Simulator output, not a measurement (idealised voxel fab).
A process module follows: voxel self aligned contacts.
Shown is cross-section cut, with a width of 145 nm and square cells of size 5 nm.
A cross-section is a grid of square cells, given in bands from the top down. A band is one or more rows of cells. The entry gives the band's vertical extent as a top height and a bottom height in nm, then its horizontal make-up as materials from left to right, each with a width in nm. "blank" stands for empty space; a single material marked "all across" fills the band edge to edge. Ref level 0: as-received wafer is one material below here. Bottom band extends down with no lower bound ("0 down"). It should be noted that a width expressed as "30..40" varies in equal increments from row to row of cells within the band, taking the value of the first number at the top row and that of the second number at the bottom row. A step reported as "no modification" is a step in which no cell of the cross-section changed. The entry titled "Non-vented voids" provides the empty spaces that have no open way to the top, restricted to those of 8 cells or more. Each is presented as width x height at distance, the distance being measured from the left edge, with all three in nm. The remark found on a step's line after its settings is issued by the simulator itself and pertains to that step. overlay nm: where the mask lay relative to plan, measured to the right, on steps with a mask; negatives go left.
Process steps foreseen in the plan
1 RECEIVE | material Si
2 CONFORMAL_DEP | material SiO2 | thk nm 5
3 DIRECTIONAL_DEP | material polySi | thk nm 30
4 DIRECTIONAL_DEP | material SiN | thk nm 20
5 MASKED_ETCH | tone cover | mask id GATE | width nm 25 | pitch nm 60 | etch materials SiN | depth nm 20 | overlay nm 0
6 MASKED_ETCH | tone cover | mask id GATE | width nm 25 | pitch nm 60 | etch materials polySi | depth nm 30 | overlay nm 0
7 CONFORMAL_DEP | material SiN | thk nm 5
8 DIRECTIONAL_ETCH | etch materials SiN | depth nm 5
9 FILL_DEP | material SiO2 | thk nm 20
10 CMP | height nm 65
11 DIRECTIONAL_DEP | material aC | thk nm 15
12 PATTERN | tone open | mask id CONTACT | material resist | width nm 45 | thk nm 30 | overlay nm 0
13 DIRECTIONAL_ETCH | etch materials aC | depth nm 15
14 STRIP | etch materials resist
15 DIRECTIONAL_ETCH | etch materials SiO2 | depth nm 65
16 STRIP | etch materials aC
17 CONFORMAL_DEP | material TiN | thk nm 5
18 FILL_DEP | material Ru | thk nm 5
19 CMP | height nm 65
20 CONFORMAL_DEP | material SiN | thk nm 5
The first of the two wafers, which ran as planned
Here's what the wafer looked like in cross-section when it arrived - that's after step 1
* 0 down = Si all across
* Non-vented voids: none
Cross-section of the wafer subsequent to step 2
* 5 to 0 = SiO2 all across
* No changes below 0.
Cross-section of the wafer subsequent to step 3
* 35 to 5 = polySi all across
* No changes below 5.
Cross-section of the wafer subsequent to step 4
* 55 to 35 = SiN all across
* No changes below 35.
Cross-section of the wafer subsequent to step 5
* 55 to 35 = blank: 30 / SiN: 25 / blank: 35 / SiN: 25 / blank: 30
* No changes below 35.
Cross-section of the wafer subsequent to step 6
* 55 to 35 = blank: 30 / SiN: 25 / blank: 35 / SiN: 25 / blank: 30
* 35 to 5 = blank: 30 / polySi: 25 / blank: 35 / polySi: 25 / blank: 30
* No changes below 5.
Cross-section of the wafer subsequent to step 7
* 60 to 35 = blank: 25 / SiN: 35 / blank: 25 / SiN: 35 / blank: 25
* 35 to 10 = blank: 25 / SiN: 5 / polySi: 25 / SiN: 5 / blank: 25 / SiN: 5 / polySi: 25 / SiN: 5 / blank: 25
* 10 to 5 = SiN: 30 / polySi: 25 / SiN: 35 / polySi: 25 / SiN: 30
* No changes below 5.
Cross-section of the wafer subsequent to step 8
* 55 to 35 = blank: 25 / SiN: 35 / blank: 25 / SiN: 35 / blank: 25
* 35 to 5 = blank: 25 / SiN: 5 / polySi: 25 / SiN: 5 / blank: 25 / SiN: 5 / polySi: 25 / SiN: 5 / blank: 25
* No changes below 5.
Cross-section of the wafer subsequent to step 9
* 75 to 55 = SiO2 all across
* 55 to 35 = SiO2: 25 / SiN: 35 / SiO2: 25 / SiN: 35 / SiO2: 25
* 35 to 5 = SiO2: 25 / SiN: 5 / polySi: 25 / SiN: 5 / SiO2: 25 / SiN: 5 / polySi: 25 / SiN: 5 / SiO2: 25
* No changes below 5.
Cross-section of the wafer subsequent to step 10
* 65 to 55 = SiO2 all across
* No changes below 55.
Cross-section of the wafer subsequent to step 11
* 80 to 65 = aC all across
* No changes below 65.
Cross-section of the wafer subsequent to step 12
* 110 to 80 = resist: 50 / blank: 45 / resist: 50
* No changes below 80.
Cross-section of the wafer subsequent to step 13
* 95 to 80 = resist: 50 / blank: 45 / resist: 50
* 80 to 65 = aC: 50 / blank: 45 / aC: 50
* No changes below 65.
Cross-section of the wafer subsequent to step 14
* 80 to 65 = aC: 50 / blank: 45 / aC: 50
* No changes below 65.
Cross-section of the wafer subsequent to step 15
* 80 to 65 = aC: 50 / blank: 45 / aC: 50
* 65 to 55 = SiO2: 50 / blank: 45 / SiO2: 50
* 55 to 35 = SiO2: 25 / SiN: 35 / blank: 25 / SiN: 35 / SiO2: 25
* 35 to 5 = SiO2: 25 / SiN: 5 / polySi: 25 / SiN: 5 / blank: 25 / SiN: 5 / polySi: 25 / SiN: 5 / SiO2: 25
* 5 to 0 = SiO2: 60 / blank: 25 / SiO2: 60
* No changes below 0.
Cross-section of the wafer subsequent to step 16
* 65 to 55 = SiO2: 50 / blank: 45 / SiO2: 50
* No changes below 55.
Cross-section of the wafer subsequent to step 17
* 70 to 65 = TiN: 55 / blank: 35 / TiN: 55
* 65 to 55 = SiO2: 50 / TiN: 5..15 / blank: 35..15 / TiN: 5..15 / SiO2: 50
* 55 to 35 = SiO2: 25 / SiN: 35 / TiN: 5 / blank: 15 / TiN: 5 / SiN: 35 / SiO2: 25
* 35 to 5 = SiO2: 25 / SiN: 5 / polySi: 25 / SiN: 5 / TiN: 5 / blank: 15 / TiN: 5 / SiN: 5 / polySi: 25 / SiN: 5 / SiO2: 25
* 5 to 0 = SiO2: 60 / TiN: 25 / SiO2: 60
* No changes below 0.
Cross-section of the wafer subsequent to step 18
* 75 to 70 = Ru all across
* 70 to 65 = TiN: 55 / Ru: 35 / TiN: 55
* 65 to 55 = SiO2: 50 / TiN: 5..15 / Ru: 35..15 / TiN: 5..15 / SiO2: 50
* 55 to 35 = SiO2: 25 / SiN: 35 / TiN: 5 / Ru: 15 / TiN: 5 / SiN: 35 / SiO2: 25
* 35 to 5 = SiO2: 25 / SiN: 5 / polySi: 25 / SiN: 5 / TiN: 5 / Ru: 15 / TiN: 5 / SiN: 5 / polySi: 25 / SiN: 5 / SiO2: 25
* No changes below 5.
Cross-section of the wafer subsequent to step 19
* 65 to 55 = SiO2: 50 / TiN: 5..15 / Ru: 35..15 / TiN: 5..15 / SiO2: 50
* No changes below 55.
Cross-section of the wafer subsequent to step 20
* 70 to 65 = SiN all across
* No changes below 65.
Second wafer: same start and same plan as the first, one execution error; identical to the first through step 6
What the second wafer looks like in cross-section when step 7 should have wrapped up
* 50 to 35 = blank: 30 / SiN: 25 / blank: 35 / SiN: 25 / blank: 30
* No changes below 35.
What the second wafer looks like in cross-section when step 8 should have wrapped up
* 55 to 35 = blank: 25 / SiN: 35 / blank: 25 / SiN: 35 / blank: 25
* 35 to 10 = blank: 25 / SiN: 5 / polySi: 25 / SiN: 5 / blank: 25 / SiN: 5 / polySi: 25 / SiN: 5 / blank: 25
* 10 to 5 = SiN: 30 / polySi: 25 / SiN: 35 / polySi: 25 / SiN: 30
* No changes below 5.
What the second wafer looks like in cross-section when step 9 should have wrapped up
* 75 to 55 = SiO2 all across
* 55 to 35 = SiO2: 25 / SiN: 35 / SiO2: 25 / SiN: 35 / SiO2: 25
* 35 to 10 = SiO2: 25 / SiN: 5 / polySi: 25 / SiN: 5 / SiO2: 25 / SiN: 5 / polySi: 25 / SiN: 5 / SiO2: 25
* No changes below 10.
What the second wafer looks like in cross-section when step 10 should have wrapped up
* 65 to 55 = SiO2 all across
* No changes below 55.
What the second wafer looks like in cross-section when step 11 should have wrapped up
* 80 to 65 = aC all across
* No changes below 65.
What the second wafer looks like in cross-section when step 12 should have wrapped up
* 110 to 80 = resist: 50 / blank: 45 / resist: 50
* No changes below 80.
What the second wafer looks like in cross-section when step 13 should have wrapped up
* 95 to 80 = resist: 50 / blank: 45 / resist: 50
* 80 to 65 = aC: 50 / blank: 45 / aC: 50
* No changes below 65.
What the second wafer looks like in cross-section when step 14 should have wrapped up
* 80 to 65 = aC: 50 / blank: 45 / aC: 50
* No changes below 65.
What the second wafer looks like in cross-section when step 15 should have wrapped up
* 80 to 65 = aC: 50 / blank: 45 / aC: 50
* 65 to 55 = SiO2: 50 / blank: 45 / SiO2: 50
* 55 to 35 = SiO2: 25 / SiN: 35 / blank: 25 / SiN: 35 / SiO2: 25
* 35 to 10 = SiO2: 25 / SiN: 5 / polySi: 25 / SiN: 5 / blank: 25 / SiN: 5 / polySi: 25 / SiN: 5 / SiO2: 25
* No changes below 10.
What the second wafer looks like in cross-section when step 16 should have wrapped up
* 65 to 55 = SiO2: 50 / blank: 45 / SiO2: 50
* No changes below 55.
What the second wafer looks like in cross-section when step 17 should have wrapped up
* 70 to 65 = TiN: 55 / blank: 35 / TiN: 55
* 65 to 55 = SiO2: 50 / TiN: 5..15 / blank: 35..15 / TiN: 5..15 / SiO2: 50
* 55 to 35 = SiO2: 25 / SiN: 35 / TiN: 5 / blank: 15 / TiN: 5 / SiN: 35 / SiO2: 25
* 35 to 15 = SiO2: 25 / SiN: 5 / polySi: 25 / SiN: 5 / TiN: 5 / blank: 15 / TiN: 5 / SiN: 5 / polySi: 25 / SiN: 5 / SiO2: 25
* 15 to 10 = SiO2: 25 / SiN: 5 / polySi: 25 / SiN: 5 / TiN: 25 / SiN: 5 / polySi: 25 / SiN: 5 / SiO2: 25
* No changes below 10.
What the second wafer looks like in cross-section when step 18 should have wrapped up
* 75 to 70 = Ru all across
* 70 to 65 = TiN: 55 / Ru: 35 / TiN: 55
* 65 to 55 = SiO2: 50 / TiN: 5..15 / Ru: 35..15 / TiN: 5..15 / SiO2: 50
* 55 to 35 = SiO2: 25 / SiN: 35 / TiN: 5 / Ru: 15 / TiN: 5 / SiN: 35 / SiO2: 25
* 35 to 15 = SiO2: 25 / SiN: 5 / polySi: 25 / SiN: 5 / TiN: 5 / Ru: 15 / TiN: 5 / SiN: 5 / polySi: 25 / SiN: 5 / SiO2: 25
* No changes below 15.
What the second wafer looks like in cross-section when step 19 should have wrapped up
* 65 to 55 = SiO2: 50 / TiN: 5..15 / Ru: 35..15 / TiN: 5..15 / SiO2: 50
* No changes below 55.
What the second wafer looks like in cross-section when step 20 should have wrapped up
* 70 to 65 = SiN all across
* No changes below 65.
What was done differently from what was planned? steps 7 and 8 of the plan were run in the wrong order, each in the other's place
End check, counted in cells, second wafer has more or fewer of these materials than the first: -6 Ru, +15 SiN, -5 SiO2, -4 TiN
